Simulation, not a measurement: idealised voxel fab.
A process module follows: voxel released beams.
For reference, the cross-section in this document is cut, with width 205 nm and square cells of 5 nm.
Throughout this document, each cross-section is represented as a grid of square cells and is presented as a sequence of bands enumerated from the top downward, where a band comprises one or more rows of cells.
Band: top height; bottom height; in nm. Then, left to right: material with width in nm, for each material. "edge to edge": a single material spanning edge to edge. "blank": empty space.
Heights are reckoned from 0. Under this level, the received wafer is all of one material. The bottommost band is open-ended downward, for example "0 and below".
Think of "30->40" as a width that walks from the first number to the second as you go down the band, top row to bottom row, taking equal-sized steps from row to row.
Where the words "no modification" appear for a step, the cross-section shows no cell changed by that step; every cell remained as before.
The list in "Non-vented voids" covers empty spaces of 8 cells or more that cannot reach the top through any open way, and it gives each as width x height at distance; the distance is from the left edge, and width, height and distance are in nm.
after a step's settings: what the simulator itself notes on the step
The setting "overlay nm" may be written on the line of a step. When the step uses a mask, the value reports how far to the right of the planned place the mask lay, and a negative value reports that it lay to the left.
How should the pairs below be read? Each gives the cross-section before one process step and the cross-section after it, the latter drawn only to the lowest band that changed; the step that lies between them, with its settings, appears under the pair. Does a pair pick up where the pair above left off? Only where its entry headed "Pre-process" says so, since pairs can come from different runs of this module on the same starting wafer.
# Pre-process
  0 and below: Si edge to edge
  Non-vented voids: none
# Post-Step Cross-Section
  5 down to 0: SiN edge to edge
  Heights below 0 show no change.
  Non-vented voids: none
Connecting step for the cross-sections above: CONFORMAL_DEP: material SiN, thk nm 5
Pre-process: the wafer arrives at this step looking as the after cross-section in the pair just above shows it.
# Post-Step Cross-Section
  25 down to 5: SiO2 edge to edge
  Heights below 5 show no change.
  Non-vented voids: none
Connecting step for the cross-sections above: DIRECTIONAL_DEP: material SiO2, thk nm 20
Pre-process: the wafer arrives at this step looking as the after cross-section in the pair just above shows it.
# Post-Step Cross-Section
  25 down to 5: 45 nm SiO2 | 45 nm blank | 115 nm SiO2
  Heights below 5 show no change.
  Non-vented voids: none
Connecting step for the cross-sections above: MASKED_ETCH: tone open, mask id ANCHOR, width nm 45, etch materials SiO2, depth nm 20, overlay nm 0
Pre-process: the wafer arrives at this step looking as the after cross-section in the pair just above shows it.
# Post-Step Cross-Section
  40 down to 25: 60 nm W | 15 nm blank | 130 nm W
  25 down to 20: 45 nm SiO2 | 15 nm W | 15 nm blank | 15 nm W | 115 nm SiO2
  20 down to 5: 45 nm SiO2 | 45 nm W | 115 nm SiO2
  Heights below 5 show no change.
  Non-vented voids: none
Connecting step for the cross-sections above: CONFORMAL_DEP: material W, thk nm 15
Pre-process: the wafer arrives at this step looking as the after cross-section in the pair just above shows it.
# Post-Step Cross-Section
  55 down to 40: 60 nm aC | 15 nm blank | 130 nm aC
  40 down to 35: 60 nm W | 15 nm blank | 130 nm W
  35 down to 25: 60 nm W | 15 nm aC | 130 nm W
  25 down to 20: 45 nm SiO2 | 15 nm W | 15 nm aC | 15 nm W | 115 nm SiO2
  Heights below 20 show no change.
  Non-vented voids: none
Connecting step for the cross-sections above: DIRECTIONAL_DEP: material aC, thk nm 15
Pre-process: the wafer arrives at this step looking as the after cross-section in the pair just above shows it.
# Post-Step Cross-Section
  90 down to 55: 40 nm blank | 120 nm resist | 45 nm blank
  55 down to 40: 60 nm aC | 15 nm resist | 130 nm aC
  40 down to 35: 60 nm W | 15 nm resist | 130 nm W
  Heights below 35 show no change.
  Non-vented voids: none
Connecting step for the cross-sections above: PATTERN: tone cover, mask id BEAM, material resist, width nm 120, thk nm 35, overlay nm 0
Pre-process: the wafer arrives at this step looking as the after cross-section in the pair just above shows it.
# Post-Step Cross-Section
  75 down to 55: 40 nm blank | 120 nm resist | 45 nm blank
  55 down to 40: 40 nm blank | 20 nm aC | 15 nm resist | 85 nm aC | 45 nm blank
  Heights below 40 show no change.
  Non-vented voids: none
Connecting step for the cross-sections above: DIRECTIONAL_ETCH: etch materials aC, depth nm 15
Pre-process: the wafer arrives at this step looking as the after cross-section in the pair just above shows it.
# Post-Step Cross-Section
  55 down to 40: 40 nm blank | 20 nm aC | 15 nm blank | 85 nm aC | 45 nm blank
  40 down to 35: 60 nm W | 15 nm blank | 130 nm W
  Heights below 35 show no change.
  Non-vented voids: none
Connecting step for the cross-sections above: STRIP: etch materials resist
Pre-process: the wafer arrives at this step looking as the after cross-section in the pair just above shows it.
# Post-Step Cross-Section
  55 down to 40: 40 nm blank | 20 nm aC | 15 nm blank | 85 nm aC | 45 nm blank
  40 down to 35: 40 nm blank | 20 nm W | 15 nm blank | 85 nm W | 45 nm blank
  35 down to 25: 40 nm blank | 20 nm W | 15 nm aC | 85 nm W | 45 nm blank
  Heights below 25 show no change.
  Non-vented voids: none
Connecting step for the cross-sections above: DIRECTIONAL_ETCH: etch materials W, depth nm 15
Pre-process: the wafer arrives at this step looking as the after cross-section in the pair just above shows it.
# Post-Step Cross-Section
  40 down to 25: 40 nm blank | 20 nm W | 15 nm blank | 85 nm W | 45 nm blank
  25 down to 20: 45 nm SiO2 | 15 nm W | 15 nm blank | 15 nm W | 115 nm SiO2
  Heights below 20 show no change.
  Non-vented voids: none
Connecting step for the cross-sections above: STRIP: etch materials aC
Pre-process: the wafer arrives at this step looking as the after cross-section in the pair just above shows it.
# Post-Step Cross-Section
  40 down to 25: 40 nm blank | 20 nm W | 15 nm blank | 85 nm W | 45 nm blank
  25 down to 20: 45 nm blank | 15 nm W | 15 nm blank | 15 nm W | 115 nm blank
  20 down to 5: 45 nm blank | 45 nm W | 115 nm blank
  Heights below 5 show no change.
  Non-vented voids: none
Connecting step for the cross-sections above: STRIP: etch materials SiO2
# Pre-process
  0 and below: Si edge to edge
  Non-vented voids: none
# Post-Step Cross-Section
  20 down to 0: SiO2 edge to edge
  Heights below 0 show no change.
  Non-vented voids: none
Connecting step for the cross-sections above: DIRECTIONAL_DEP: material SiO2, thk nm 20
Pre-process: the wafer arrives at this step looking as the after cross-section in the pair just above shows it.
# Post-Step Cross-Section
  20 down to 0: 45 nm SiO2 | 45 nm blank | 115 nm SiO2
  Heights below 0 show no change.
  Non-vented voids: none
Connecting step for the cross-sections above: MASKED_ETCH: tone open, mask id ANCHOR, width nm 45, etch materials SiO2, depth nm 20, overlay nm 0
Pre-process: the wafer arrives at this step looking as the after cross-section in the pair just above shows it.
# Post-Step Cross-Section
  35 down to 20: 60 nm W | 15 nm blank | 130 nm W
  20 down to 15: 45 nm SiO2 | 15 nm W | 15 nm blank | 15 nm W | 115 nm SiO2
  15 down to 0: 45 nm SiO2 | 45 nm W | 115 nm SiO2
  Heights below 0 show no change.
  Non-vented voids: none
Connecting step for the cross-sections above: CONFORMAL_DEP: material W, thk nm 15
Pre-process: the wafer arrives at this step looking as the after cross-section in the pair just above shows it.
# Post-Step Cross-Section
  50 down to 35: 60 nm aC | 15 nm blank | 130 nm aC
  35 down to 30: 60 nm W | 15 nm blank | 130 nm W
  30 down to 20: 60 nm W | 15 nm aC | 130 nm W
  20 down to 15: 45 nm SiO2 | 15 nm W | 15 nm aC | 15 nm W | 115 nm SiO2
  Heights below 15 show no change.
  Non-vented voids: none
Connecting step for the cross-sections above: DIRECTIONAL_DEP: material aC, thk nm 15
Pre-process: the wafer arrives at this step looking as the after cross-section in the pair just above shows it.
# Post-Step Cross-Section
  85 down to 50: 40 nm blank | 120 nm resist | 45 nm blank
  50 down to 35: 60 nm aC | 15 nm resist | 130 nm aC
  35 down to 30: 60 nm W | 15 nm resist | 130 nm W
  Heights below 30 show no change.
  Non-vented voids: none
Connecting step for the cross-sections above: PATTERN: tone cover, mask id BEAM, material resist, width nm 120, thk nm 35, overlay nm 0
Pre-process: the wafer arrives at this step looking as the after cross-section in the pair just above shows it.
# Post-Step Cross-Section
  70 down to 50: 40 nm blank | 120 nm resist | 45 nm blank
  50 down to 35: 40 nm blank | 20 nm aC | 15 nm resist | 85 nm aC | 45 nm blank
  Heights below 35 show no change.
  Non-vented voids: none
Connecting step for the cross-sections above: DIRECTIONAL_ETCH: etch materials aC, depth nm 15
Pre-process: the wafer arrives at this step looking as the after cross-section in the pair just above shows it.
# Post-Step Cross-Section
  50 down to 35: 40 nm blank | 20 nm aC | 15 nm blank | 85 nm aC | 45 nm blank
  35 down to 30: 60 nm W | 15 nm blank | 130 nm W
  Heights below 30 show no change.
  Non-vented voids: none
Connecting step for the cross-sections above: STRIP: etch materials resist
Pre-process: the wafer arrives at this step looking as the after cross-section in the pair just above shows it.
# Post-Step Cross-Section
  50 down to 35: 40 nm blank | 20 nm aC | 15 nm blank | 85 nm aC | 45 nm blank
  35 down to 30: 40 nm blank | 20 nm W | 15 nm blank | 85 nm W | 45 nm blank
  30 down to 20: 40 nm blank | 20 nm W | 15 nm aC | 85 nm W | 45 nm blank
  Heights below 20 show no change.
  Non-vented voids: none
Connecting step for the cross-sections above: DIRECTIONAL_ETCH: etch materials W, depth nm 15
Pre-process: the wafer arrives at this step looking as the after cross-section in the pair just above shows it.
# Post-Step Cross-Section
  35 down to 20: 40 nm blank | 20 nm W | 15 nm blank | 85 nm W | 45 nm blank
  20 down to 15: 45 nm SiO2 | 15 nm W | 15 nm blank | 15 nm W | 115 nm SiO2
  Heights below 15 show no change.
  Non-vented voids: none
Connecting step for the cross-sections above: STRIP: etch materials aC
Pre-process: the wafer arrives at this step looking as the after cross-section in the pair just above shows it.
# Post-Step Cross-Section
  35 down to 20: 40 nm blank | 20 nm W | 15 nm blank | 85 nm W | 45 nm blank
  20 down to 15: 45 nm blank | 15 nm W | 15 nm blank | 15 nm W | 115 nm blank
  15 down to 0: 45 nm blank | 45 nm W | 115 nm blank
  Heights below 0 show no change.
  Non-vented voids: none
Connecting step for the cross-sections above: STRIP: etch materials SiO2
# Pre-process
  40 down to 25: 60 nm W | 15 nm blank | 130 nm W
  25 down to 20: 45 nm SiO2 | 15 nm W | 15 nm blank | 15 nm W | 115 nm SiO2
  20 down to 5: 45 nm SiO2 | 45 nm W | 115 nm SiO2
  5 down to 0: SiN edge to edge
  0 and below: Si edge to edge
  Non-vented voids: none
# Post-Step Cross-Section
  55 down to 25: W edge to edge
  25 down to 5: 45 nm SiO2 | 45 nm W | 115 nm SiO2
  Heights below 5 show no change.
  Non-vented voids: none
Connecting step for the cross-sections above: CONFORMAL_DEP: material W, thk nm 15
Pre-process: the wafer arrives at this step looking as the after cross-section in the pair just above shows it.
# Post-Step Cross-Section
  70 down to 55: aC edge to edge
  Heights below 55 show no change.
  Non-vented voids: none
Connecting step for the cross-sections above: DIRECTIONAL_DEP: material aC, thk nm 15
Pre-process: the wafer arrives at this step looking as the after cross-section in the pair just above shows it.
# Post-Step Cross-Section
  105 down to 70: 40 nm blank | 120 nm resist | 45 nm blank
  Heights below 70 show no change.
  Non-vented voids: none
Connecting step for the cross-sections above: PATTERN: tone cover, mask id BEAM, material resist, width nm 120, thk nm 35, overlay nm 0
Pre-process: the wafer arrives at this step looking as the after cross-section in the pair just above shows it.
# Post-Step Cross-Section
  90 down to 70: 40 nm blank | 120 nm resist | 45 nm blank
  70 down to 55: 40 nm blank | 120 nm aC | 45 nm blank
  Heights below 55 show no change.
  Non-vented voids: none
Connecting step for the cross-sections above: DIRECTIONAL_ETCH: etch materials aC, depth nm 15
Pre-process: the wafer arrives at this step looking as the after cross-section in the pair just above shows it.
# Post-Step Cross-Section
  70 down to 55: 40 nm blank | 120 nm aC | 45 nm blank
  Heights below 55 show no change.
  Non-vented voids: none
Connecting step for the cross-sections above: STRIP: etch materials resist
Pre-process: the wafer arrives at this step looking as the after cross-section in the pair just above shows it.
# Post-Step Cross-Section
  70 down to 55: 40 nm blank | 120 nm aC | 45 nm blank
  55 down to 40: 40 nm blank | 120 nm W | 45 nm blank
  Heights below 40 show no change.
  Non-vented voids: none
Connecting step for the cross-sections above: DIRECTIONAL_ETCH: etch materials W, depth nm 15
Pre-process: the wafer arrives at this step looking as the after cross-section in the pair just above shows it.
# Post-Step Cross-Section
  55 down to 40: 40 nm blank | 120 nm W | 45 nm blank
  Heights below 40 show no change.
  Non-vented voids: none
Connecting step for the cross-sections above: STRIP: etch materials aC
# Pre-process
  20 down to 0: SiO2 edge to edge
  0 and below: Si edge to edge
  Non-vented voids: none
# Post-Step Cross-Section
  25 down to 20: SiN edge to edge
  Heights below 20 show no change.
  Non-vented voids: none
Connecting step for the cross-sections above: CONFORMAL_DEP: material SiN, thk nm 5
Pre-process: the wafer arrives at this step looking as the after cross-section in the pair just above shows it.
# Post-Step Cross-Section
  40 down to 25: W edge to edge
  Heights below 25 show no change.
  Non-vented voids: none
Connecting step for the cross-sections above: CONFORMAL_DEP: material W, thk nm 15
Pre-process: the wafer arrives at this step looking as the after cross-section in the pair just above shows it.
# Post-Step Cross-Section
  55 down to 40: aC edge to edge
  Heights below 40 show no change.
  Non-vented voids: none
Connecting step for the cross-sections above: DIRECTIONAL_DEP: material aC, thk nm 15
Pre-process: the wafer arrives at this step looking as the after cross-section in the pair just above shows it.
# Post-Step Cross-Section
  90 down to 55: 40 nm blank | 120 nm resist | 45 nm blank
  Heights below 55 show no change.
  Non-vented voids: none
Connecting step for the cross-sections above: PATTERN: tone cover, mask id BEAM, material resist, width nm 120, thk nm 35, overlay nm 0
Pre-process: the wafer arrives at this step looking as the after cross-section in the pair just above shows it.
# Post-Step Cross-Section
  75 down to 55: 40 nm blank | 120 nm resist | 45 nm blank
  55 down to 40: 40 nm blank | 120 nm aC | 45 nm blank
  Heights below 40 show no change.
  Non-vented voids: none
Connecting step for the cross-sections above: DIRECTIONAL_ETCH: etch materials aC, depth nm 15
Pre-process: the wafer arrives at this step looking as the after cross-section in the pair just above shows it.
# Post-Step Cross-Section
  55 down to 40: 40 nm blank | 120 nm aC | 45 nm blank
  Heights below 40 show no change.
  Non-vented voids: none
Connecting step for the cross-sections above: STRIP: etch materials resist
Pre-process: the wafer arrives at this step looking as the after cross-section in the pair just above shows it.
# Post-Step Cross-Section
  55 down to 40: 40 nm blank | 120 nm aC | 45 nm blank
  40 down to 25: 40 nm blank | 120 nm W | 45 nm blank
  Heights below 25 show no change.
  Non-vented voids: none
Connecting step for the cross-sections above: DIRECTIONAL_ETCH: etch materials W, depth nm 15
Pre-process: the wafer arrives at this step looking as the after cross-section in the pair just above shows it.
# Post-Step Cross-Section
  40 down to 25: 40 nm blank | 120 nm W | 45 nm blank
  Heights below 25 show no change.
  Non-vented voids: none
Connecting step for the cross-sections above: STRIP: etch materials aC
# Pre-process
  0 and below: Si edge to edge
  Non-vented voids: none
# Post-Step Cross-Section
  15 down to 0: SiN edge to edge
  Heights below 0 show no change.
  Non-vented voids: none
Connecting step for the cross-sections above: CONFORMAL_DEP: material SiN, thk nm 15
Pre-process: the wafer arrives at this step looking as the after cross-section in the pair just above shows it.
# Post-Step Cross-Section
  35 down to 15: SiO2 edge to edge
  Heights below 15 show no change.
  Non-vented voids: none
Connecting step for the cross-sections above: DIRECTIONAL_DEP: material SiO2, thk nm 20
Pre-process: the wafer arrives at this step looking as the after cross-section in the pair just above shows it.
# Post-Step Cross-Section
  35 down to 15: 45 nm SiO2 | 45 nm blank | 115 nm SiO2
  Heights below 15 show no change.
  Non-vented voids: none
Connecting step for the cross-sections above: MASKED_ETCH: tone open, mask id ANCHOR, width nm 45, etch materials SiO2, depth nm 20, overlay nm 0
Pre-process: the wafer arrives at this step looking as the after cross-section in the pair just above shows it.
# Post-Step Cross-Section
  50 down to 35: 60 nm W | 15 nm blank | 130 nm W
  35 down to 30: 45 nm SiO2 | 15 nm W | 15 nm blank | 15 nm W | 115 nm SiO2
  30 down to 15: 45 nm SiO2 | 45 nm W | 115 nm SiO2
  Heights below 15 show no change.
  Non-vented voids: none
Connecting step for the cross-sections above: CONFORMAL_DEP: material W, thk nm 15
Pre-process: the wafer arrives at this step looking as the after cross-section in the pair just above shows it.
# Post-Step Cross-Section
  65 down to 50: 60 nm aC | 15 nm blank | 130 nm aC
  50 down to 45: 60 nm W | 15 nm blank | 130 nm W
  45 down to 35: 60 nm W | 15 nm aC | 130 nm W
  35 down to 30: 45 nm SiO2 | 15 nm W | 15 nm aC | 15 nm W | 115 nm SiO2
  Heights below 30 show no change.
  Non-vented voids: none
Connecting step for the cross-sections above: DIRECTIONAL_DEP: material aC, thk nm 15
Pre-process: the wafer arrives at this step looking as the after cross-section in the pair just above shows it.
# Post-Step Cross-Section
  100 down to 65: 40 nm blank | 120 nm resist | 45 nm blank
  65 down to 50: 60 nm aC | 15 nm resist | 130 nm aC
  50 down to 45: 60 nm W | 15 nm resist | 130 nm W
  Heights below 45 show no change.
  Non-vented voids: none
Connecting step for the cross-sections above: PATTERN: tone cover, mask id BEAM, material resist, width nm 120, thk nm 35, overlay nm 0
Pre-process: the wafer arrives at this step looking as the after cross-section in the pair just above shows it.
# Post-Step Cross-Section
  85 down to 65: 40 nm blank | 120 nm resist | 45 nm blank
  65 down to 50: 40 nm blank | 20 nm aC | 15 nm resist | 85 nm aC | 45 nm blank
  Heights below 50 show no change.
  Non-vented voids: none
Connecting step for the cross-sections above: DIRECTIONAL_ETCH: etch materials aC, depth nm 15
Pre-process: the wafer arrives at this step looking as the after cross-section in the pair just above shows it.
# Post-Step Cross-Section
  65 down to 50: 40 nm blank | 20 nm aC | 15 nm blank | 85 nm aC | 45 nm blank
  50 down to 45: 60 nm W | 15 nm blank | 130 nm W
  Heights below 45 show no change.
  Non-vented voids: none
Connecting step for the cross-sections above: STRIP: etch materials resist
Pre-process: the wafer arrives at this step looking as the after cross-section in the pair just above shows it.
# Post-Step Cross-Section
  65 down to 50: 40 nm blank | 20 nm aC | 15 nm blank | 85 nm aC | 45 nm blank
  50 down to 45: 40 nm blank | 20 nm W | 15 nm blank | 85 nm W | 45 nm blank
  45 down to 35: 40 nm blank | 20 nm W | 15 nm aC | 85 nm W | 45 nm blank
  Heights below 35 show no change.
  Non-vented voids: none
Connecting step for the cross-sections above: DIRECTIONAL_ETCH: etch materials W, depth nm 15
Pre-process: the wafer arrives at this step looking as the after cross-section in the pair just above shows it.
# Post-Step Cross-Section
  50 down to 35: 40 nm blank | 20 nm W | 15 nm blank | 85 nm W | 45 nm blank
  35 down to 30: 45 nm SiO2 | 15 nm W | 15 nm blank | 15 nm W | 115 nm SiO2
  Heights below 30 show no change.
  Non-vented voids: none
Connecting step for the cross-sections above: STRIP: etch materials aC
Pre-process: the wafer arrives at this step looking as the after cross-section in the pair just above shows it.
# Post-Step Cross-Section
  50 down to 35: 40 nm blank | 20 nm W | 15 nm blank | 85 nm W | 45 nm blank
  35 down to 30: 45 nm blank | 15 nm W | 15 nm blank | 15 nm W | 115 nm blank
  30 down to 15: 45 nm blank | 45 nm W | 115 nm blank
  Heights below 15 show no change.
  Non-vented voids: none
Connecting step for the cross-sections above: STRIP: etch materials SiO2
# Pre-process
  55 down to 40: 60 nm aC | 15 nm blank | 130 nm aC
  40 down to 35: 60 nm W | 15 nm blank | 130 nm W
  35 down to 25: 60 nm W | 15 nm aC | 130 nm W
  25 down to 20: 45 nm SiO2 | 15 nm W | 15 nm aC | 15 nm W | 115 nm SiO2
  20 down to 5: 45 nm SiO2 | 45 nm W | 115 nm SiO2
  5 down to 0: SiN edge to edge
  0 and below: Si edge to edge
  Non-vented voids: none
# Post-Step Cross-Section
  90 down to 55: 45 nm blank | 115 nm resist | 45 nm blank
  55 down to 40: 60 nm aC | 15 nm resist | 130 nm aC
  40 down to 35: 60 nm W | 15 nm resist | 130 nm W
  Heights below 35 show no change.
  Non-vented voids: none
Connecting step for the cross-sections above: PATTERN: tone cover, mask id BEAM, material resist, width nm 115, thk nm 35, overlay nm 0
Pre-process: the wafer arrives at this step looking as the after cross-section in the pair just above shows it.
# Post-Step Cross-Section
  75 down to 55: 45 nm blank | 115 nm resist | 45 nm blank
  55 down to 40: 45 nm blank | 15 nm aC | 15 nm resist | 85 nm aC | 45 nm blank
  Heights below 40 show no change.
  Non-vented voids: none
Connecting step for the cross-sections above: DIRECTIONAL_ETCH: etch materials aC, depth nm 15
Pre-process: the wafer arrives at this step looking as the after cross-section in the pair just above shows it.
# Post-Step Cross-Section
  55 down to 40: 45 nm blank | 15 nm aC | 15 nm blank | 85 nm aC | 45 nm blank
  40 down to 35: 60 nm W | 15 nm blank | 130 nm W
  Heights below 35 show no change.
  Non-vented voids: none
Connecting step for the cross-sections above: STRIP: etch materials resist
Pre-process: the wafer arrives at this step looking as the after cross-section in the pair just above shows it.
# Post-Step Cross-Section
  55 down to 40: 45 nm blank | 15 nm aC | 15 nm blank | 85 nm aC | 45 nm blank
  40 down to 35: 45 nm blank | 15 nm W | 15 nm blank | 85 nm W | 45 nm blank
  35 down to 25: 45 nm blank | 15 nm W | 15 nm aC | 85 nm W | 45 nm blank
  Heights below 25 show no change.
  Non-vented voids: none
Connecting step for the cross-sections above: DIRECTIONAL_ETCH: etch materials W, depth nm 15
Pre-process: the wafer arrives at this step looking as the after cross-section in the pair just above shows it.
# Post-Step Cross-Section
  40 down to 25: 45 nm blank | 15 nm W | 15 nm blank | 85 nm W | 45 nm blank
  25 down to 20: 45 nm SiO2 | 15 nm W | 15 nm blank | 15 nm W | 115 nm SiO2
  Heights below 20 show no change.
  Non-vented voids: none
Connecting step for the cross-sections above: STRIP: etch materials aC
Pre-process: the wafer arrives at this step looking as the after cross-section in the pair just above shows it.
# Post-Step Cross-Section
  40 down to 25: 45 nm blank | 15 nm W | 15 nm blank | 85 nm W | 45 nm blank
  25 down to 20: 45 nm blank | 15 nm W | 15 nm blank | 15 nm W | 115 nm blank
  20 down to 5: 45 nm blank | 45 nm W | 115 nm blank
  Heights below 5 show no change.
  Non-vented voids: none
Connecting step for the cross-sections above: STRIP: etch materials SiO2
# Pre-process
  55 down to 40: 60 nm aC | 15 nm blank | 130 nm aC
  40 down to 35: 60 nm W | 15 nm blank | 130 nm W
  35 down to 25: 60 nm W | 15 nm aC | 130 nm W
  25 down to 20: 45 nm SiO2 | 15 nm W | 15 nm aC | 15 nm W | 115 nm SiO2
  20 down to 5: 45 nm SiO2 | 45 nm W | 115 nm SiO2
  5 down to 0: SiN edge to edge
  0 and below: Si edge to edge
  Non-vented voids: none
# Post-Step Cross-Section
  90 down to 55: 50 nm blank | 120 nm resist | 35 nm blank
  55 down to 40: 60 nm aC | 15 nm resist | 130 nm aC
  40 down to 35: 60 nm W | 15 nm resist | 130 nm W
  Heights below 35 show no change.
  Non-vented voids: none
Connecting step for the cross-sections above: PATTERN: tone cover, mask id BEAM, material resist, width nm 120, thk nm 35, overlay nm 10
Pre-process: the wafer arrives at this step looking as the after cross-section in the pair just above shows it.
# Post-Step Cross-Section
  75 down to 55: 50 nm blank | 120 nm resist | 35 nm blank
  55 down to 40: 50 nm blank | 10 nm aC | 15 nm resist | 95 nm aC | 35 nm blank
  Heights below 40 show no change.
  Non-vented voids: none
Connecting step for the cross-sections above: DIRECTIONAL_ETCH: etch materials aC, depth nm 15
Pre-process: the wafer arrives at this step looking as the after cross-section in the pair just above shows it.
# Post-Step Cross-Section
  55 down to 40: 50 nm blank | 10 nm aC | 15 nm blank | 95 nm aC | 35 nm blank
  40 down to 35: 60 nm W | 15 nm blank | 130 nm W
  Heights below 35 show no change.
  Non-vented voids: none
Connecting step for the cross-sections above: STRIP: etch materials resist
Pre-process: the wafer arrives at this step looking as the after cross-section in the pair just above shows it.
# Post-Step Cross-Section
  55 down to 40: 50 nm blank | 10 nm aC | 15 nm blank | 95 nm aC | 35 nm blank
  40 down to 35: 50 nm blank | 10 nm W | 15 nm blank | 95 nm W | 35 nm blank
  35 down to 25: 50 nm blank | 10 nm W | 15 nm aC | 95 nm W | 35 nm blank
  Heights below 25 show no change.
  Non-vented voids: none
Connecting step for the cross-sections above: DIRECTIONAL_ETCH: etch materials W, depth nm 15
Pre-process: the wafer arrives at this step looking as the after cross-section in the pair just above shows it.
# Post-Step Cross-Section
  40 down to 25: 50 nm blank | 10 nm W | 15 nm blank | 95 nm W | 35 nm blank
  25 down to 20: 45 nm SiO2 | 15 nm W | 15 nm blank | 15 nm W | 115 nm SiO2
  Heights below 20 show no change.
  Non-vented voids: none
Connecting step for the cross-sections above: STRIP: etch materials aC
Pre-process: the wafer arrives at this step looking as the after cross-section in the pair just above shows it.
# Post-Step Cross-Section
  40 down to 25: 50 nm blank | 10 nm W | 15 nm blank | 95 nm W | 35 nm blank
  25 down to 20: 45 nm blank | 15 nm W | 15 nm blank | 15 nm W | 115 nm blank
  20 down to 5: 45 nm blank | 45 nm W | 115 nm blank
  Heights below 5 show no change.
  Non-vented voids: none
Connecting step for the cross-sections above: STRIP: etch materials SiO2
# Pre-process
  0 and below: Si edge to edge
  Non-vented voids: none
# Post-Step Cross-Section
  5 down to 0: W edge to edge
  Heights below 0 show no change.
  Non-vented voids: none
Connecting step for the cross-sections above: CONFORMAL_DEP: material W, thk nm 5
Pre-process: the wafer arrives at this step looking as the after cross-section in the pair just above shows it.
# Post-Step Cross-Section
  25 down to 5: SiO2 edge to edge
  Heights below 5 show no change.
  Non-vented voids: none
Connecting step for the cross-sections above: DIRECTIONAL_DEP: material SiO2, thk nm 20
Pre-process: the wafer arrives at this step looking as the after cross-section in the pair just above shows it.
# Post-Step Cross-Section
  25 down to 5: 45 nm SiO2 | 45 nm blank | 115 nm SiO2
  Heights below 5 show no change.
  Non-vented voids: none
Connecting step for the cross-sections above: MASKED_ETCH: tone open, mask id ANCHOR, width nm 45, etch materials SiO2, depth nm 20, overlay nm 0
Pre-process: the wafer arrives at this step looking as the after cross-section in the pair just above shows it.
# Post-Step Cross-Section
  40 down to 25: 60 nm W | 15 nm blank | 130 nm W
  25 down to 20: 45 nm SiO2 | 15 nm W | 15 nm blank | 15 nm W | 115 nm SiO2
  20 down to 5: 45 nm SiO2 | 45 nm W | 115 nm SiO2
  Heights below 5 show no change.
  Non-vented voids: none
Connecting step for the cross-sections above: CONFORMAL_DEP: material W, thk nm 15
Pre-process: the wafer arrives at this step looking as the after cross-section in the pair just above shows it.
# Post-Step Cross-Section
  55 down to 40: 60 nm aC | 15 nm blank | 130 nm aC
  40 down to 35: 60 nm W | 15 nm blank | 130 nm W
  35 down to 25: 60 nm W | 15 nm aC | 130 nm W
  25 down to 20: 45 nm SiO2 | 15 nm W | 15 nm aC | 15 nm W | 115 nm SiO2
  Heights below 20 show no change.
  Non-vented voids: none
Connecting step for the cross-sections above: DIRECTIONAL_DEP: material aC, thk nm 15
Pre-process: the wafer arrives at this step looking as the after cross-section in the pair just above shows it.
# Post-Step Cross-Section
  90 down to 55: 40 nm blank | 120 nm resist | 45 nm blank
  55 down to 40: 60 nm aC | 15 nm resist | 130 nm aC
  40 down to 35: 60 nm W | 15 nm resist | 130 nm W
  Heights below 35 show no change.
  Non-vented voids: none
Connecting step for the cross-sections above: PATTERN: tone cover, mask id BEAM, material resist, width nm 120, thk nm 35, overlay nm 0
Pre-process: the wafer arrives at this step looking as the after cross-section in the pair just above shows it.
# Post-Step Cross-Section
  75 down to 55: 40 nm blank | 120 nm resist | 45 nm blank
  55 down to 40: 40 nm blank | 20 nm aC | 15 nm resist | 85 nm aC | 45 nm blank
  Heights below 40 show no change.
  Non-vented voids: none
Connecting step for the cross-sections above: DIRECTIONAL_ETCH: etch materials aC, depth nm 15
Pre-process: the wafer arrives at this step looking as the after cross-section in the pair just above shows it.
# Post-Step Cross-Section
  55 down to 40: 40 nm blank | 20 nm aC | 15 nm blank | 85 nm aC | 45 nm blank
  40 down to 35: 60 nm W | 15 nm blank | 130 nm W
  Heights below 35 show no change.
  Non-vented voids: none
Connecting step for the cross-sections above: STRIP: etch materials resist
Pre-process: the wafer arrives at this step looking as the after cross-section in the pair just above shows it.
# Post-Step Cross-Section
  55 down to 40: 40 nm blank | 20 nm aC | 15 nm blank | 85 nm aC | 45 nm blank
  40 down to 35: 40 nm blank | 20 nm W | 15 nm blank | 85 nm W | 45 nm blank
  35 down to 25: 40 nm blank | 20 nm W | 15 nm aC | 85 nm W | 45 nm blank
  Heights below 25 show no change.
  Non-vented voids: none
Connecting step for the cross-sections above: DIRECTIONAL_ETCH: etch materials W, depth nm 15
Pre-process: the wafer arrives at this step looking as the after cross-section in the pair just above shows it.
# Post-Step Cross-Section
  40 down to 25: 40 nm blank | 20 nm W | 15 nm blank | 85 nm W | 45 nm blank
  25 down to 20: 45 nm SiO2 | 15 nm W | 15 nm blank | 15 nm W | 115 nm SiO2
  Heights below 20 show no change.
  Non-vented voids: none
Connecting step for the cross-sections above: STRIP: etch materials aC
Pre-process: the wafer arrives at this step looking as the after cross-section in the pair just above shows it.
# Post-Step Cross-Section
  40 down to 25: 40 nm blank | 20 nm W | 15 nm blank | 85 nm W | 45 nm blank
  25 down to 20: 45 nm blank | 15 nm W | 15 nm blank | 15 nm W | 115 nm blank
  20 down to 5: 45 nm blank | 45 nm W | 115 nm blank
  Heights below 5 show no change.
  Non-vented voids: none
Connecting step for the cross-sections above: STRIP: etch materials SiO2
# Pre-process
  25 down to 5: SiO2 edge to edge
  5 down to 0: SiN edge to edge
  0 and below: Si edge to edge
  Non-vented voids: none
# Post-Step Cross-Section
  25 down to 5: 45 nm blank | 45 nm SiO2 | 115 nm blank
  Heights below 5 show no change.
  Non-vented voids: none
Connecting step for the cross-sections above: MASKED_ETCH: tone cover, mask id ANCHOR, width nm 45, etch materials SiO2, depth nm 20, overlay nm 0
Pre-process: the wafer arrives at this step looking as the after cross-section in the pair just above shows it.
# Post-Step Cross-Section
  40 down to 25: 30 nm blank | 75 nm W | 100 nm blank
  25 down to 20: 30 nm blank | 15 nm W | 45 nm SiO2 | 15 nm W | 100 nm blank
  20 down to 5: 45 nm W | 45 nm SiO2 | 115 nm W
  Heights below 5 show no change.
  Non-vented voids: none
Connecting step for the cross-sections above: CONFORMAL_DEP: material W, thk nm 15
Pre-process: the wafer arrives at this step looking as the after cross-section in the pair just above shows it.
# Post-Step Cross-Section
  55 down to 40: 30 nm blank | 75 nm aC | 100 nm blank
  40 down to 35: 30 nm blank | 75 nm W | 100 nm blank
  35 down to 25: 30 nm aC | 75 nm W | 100 nm aC
  25 down to 20: 30 nm aC | 15 nm W | 45 nm SiO2 | 15 nm W | 100 nm aC
  Heights below 20 show no change.
  Non-vented voids: none
Connecting step for the cross-sections above: DIRECTIONAL_DEP: material aC, thk nm 15
